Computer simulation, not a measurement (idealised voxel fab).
A process module follows: voxel local oxidation.
Cross-section cut: width 240 nm, square cells of 5 nm.
Format of a cross-section: grid, square cells. Given as bands. Order: top down. Band: one or more rows of cells. Basically the band line says how high the top is and how high the bottom is, in nm, and then what's in it from left to right, every material with its width in nm. Empty space shows up as "empty", and if a single material carries "all across" it runs the full band edge to edge. The reference from which all heights are counted is 0, the level beneath which the as-received wafer is entirely one material; the lowest band, having no lower bound, proceeds downward and is written after the example "0 down". Per-row width for "30 to 40": begins at first number (top row of band), ends at second number (bottom row), increment between rows held constant. Reading "nothing was modified" for a step: not a cell of the cross-section changed in it. "Catalogued sealed voids" lists enclosed empty spaces (at least 8 cells, no open path upward to the top), each as width x height at distance from the left edge, in nm. Anything after a step's settings on that line? It's the simulator's own note about the step. "overlay nm", when on a step's line for a step with a mask, measures how far to the right of its planned place the mask lay; a negative measure means to the left.
## Below is the list of planned process steps
1) RECEIVE with material Si
2) OXIDIZE with depth nm 5
3) CONFORMAL_DEP with material SiN, thk nm 15
4) MASKED_ETCH with tone cover, mask id ACTIVE, width nm 115, etch materials SiN, depth nm 15, overlay nm 0
5) SELECTIVE_ETCH with etch materials SiO2, depth nm 5
6) OXIDIZE with depth nm 10
7) STRIP with etch materials SiN
## Cross-sectional view of the wafer in its as-received condition, corresponding to the state after step 1
0 down = Si all across
Catalogued sealed voids: none
## Cross-section taken at module completion on the first of two wafers; processed per the plan
0 to -5 = 65 nm empty, then 105 nm SiO2, then 70 nm empty
-5 to -15 = 75 nm SiO2, then 85 nm Si, then 80 nm SiO2
-15 down = Si all across
Catalogued sealed voids: none
## Wafer two, end of module, cross-section. Same start, same plan as wafer one. One mistake in the run
0 to -5 = 55 nm SiO2, then 125 nm empty, then 60 nm SiO2
-5 to -15 = 45 nm Si, then 145 nm SiO2, then 50 nm Si
-15 down = Si all across
Catalogued sealed voids: none
The mistake made against the process plan was this: step 4: run off-plan, actual operation and settings MASKED_ETCH with tone open, mask id ACTIVE, width nm 115, etch materials SiN, depth nm 15, overlay nm 0
Upon completion, the second wafer contains, in terms of cells, a greater or smaller amount of certain materials than the first wafer: +4 Si | -2 SiO2
